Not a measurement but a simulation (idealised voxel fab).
process module | voxel gate over fins
cross-section cut | 175 nm wide | cells 5 nm
A cross-section is a grid of square cells, given in bands from the top down. A band is one or more rows of cells.
Each band's line starts with the height of the band's top and of its bottom, in nm. Then come its materials from left to right, each with its width in nm. One material with "throughout" fills the band from edge to edge. "air" is empty space.
Height 0 is the level under which the wafer as received is all one material. The lowest band goes on downwards, as in "0 down".
A width such as "30 to 40" changes by the same amount from each row of cells to the next, from the band's top row to its bottom row.
"no change" after a step means that no cell of the cross-section changed.
closed voids: empty space of 8 cells or more with no open way to the top, each as width x height at its distance from the left edge, in nm
after a step's settings: what the simulator itself notes on the step
overlay nm, on a step with a mask: how far to the right of its planned place the mask lay; to the left if negative
plan
1 op RECEIVE | material Si
2 op CONFORMAL_DEP | material SiN | thk nm 10
3 op MASKED_ETCH | tone cover | mask id FINS | width nm 15 | pitch nm 35 | etch materials SiN | depth nm 10 | overlay nm 0
4 op MASKED_ETCH | tone cover | mask id FINS | width nm 15 | pitch nm 35 | etch materials Si | depth nm 35 | overlay nm 0
5 op OXIDIZE | depth nm 5
6 op FILL_DEP | material SiO2 | thk nm 15
7 op CMP | height nm 10
8 op SELECTIVE_ETCH | etch materials SiO2 | depth nm 20
9 op STRIP | etch materials SiN
10 op CONFORMAL_DEP | material HfO2 | thk nm 5
11 op CONFORMAL_DEP | material TiN | thk nm 5
12 op FILL_DEP | material W | thk nm 10
13 op CMP | height nm 15
14 op CONFORMAL_DEP | material SiN | thk nm 10
as received, after step 1
  0 down: Si throughout
  closed voids: none
first wafer at the end, as planned
  25 to 15: SiN throughout
  15 to 10: W throughout
  10 to 5: W 20 | TiN 25 | W 10 | TiN 25 | W 10 | TiN 25 | W 10 | TiN 25 | W 25
  5 to 0: W 20 | TiN 5 | HfO2 15 | TiN 5 | W 10 | TiN 5 | HfO2 15 | TiN 5 | W 10 | TiN 5 | HfO2 15 | TiN 5 | W 10 | TiN 5 | HfO2 15 | TiN 5 | W 25
  0 to -5: TiN 25 | HfO2 5 | Si 5 | HfO2 5 | TiN 20 | HfO2 5 | Si 5 | HfO2 5 | TiN 20 | HfO2 5 | Si 5 | HfO2 5 | TiN 20 | HfO2 5 | Si 5 | HfO2 5 | TiN 30
  -5 to -10: HfO2 30 | Si 5 | HfO2 30 | Si 5 | HfO2 30 | Si 5 | HfO2 30 | Si 5 | HfO2 35
  -10 to -40: SiO2 30 | Si 5 | SiO2 30 | Si 5 | SiO2 30 | Si 5 | SiO2 30 | Si 5 | SiO2 35
  -40 down: Si throughout
  closed voids: none
second wafer at the end: like start, like plan, one mistake
  25 to 15: SiN throughout
  15 to 10: HfO2 throughout
  10 to 5: HfO2 20 | TiN 25 | HfO2 10 | TiN 25 | HfO2 10 | TiN 25 | HfO2 10 | TiN 25 | HfO2 25
  5 to 0: HfO2 20 | TiN 5 | HfO2 15 | TiN 5 | HfO2 10 | TiN 5 | HfO2 15 | TiN 5 | HfO2 10 | TiN 5 | HfO2 15 | TiN 5 | HfO2 10 | TiN 5 | HfO2 15 | TiN 5 | HfO2 25
  0 to -5: TiN 25 | HfO2 5 | Si 5 | HfO2 5 | TiN 20 | HfO2 5 | Si 5 | HfO2 5 | TiN 20 | HfO2 5 | Si 5 | HfO2 5 | TiN 20 | HfO2 5 | Si 5 | HfO2 5 | TiN 30
  -5 to -10: HfO2 30 | Si 5 | HfO2 30 | Si 5 | HfO2 30 | Si 5 | HfO2 30 | Si 5 | HfO2 35
  -10 to -40: SiO2 30 | Si 5 | SiO2 30 | Si 5 | SiO2 30 | Si 5 | SiO2 30 | Si 5 | SiO2 35
  -40 down: Si throughout
  closed voids: none
what went wrong: step 12 ran as: op FILL_DEP | material HfO2 | thk nm 10
at the end the second wafer has, in cells: 65 more of HfO2 | 65 fewer of W
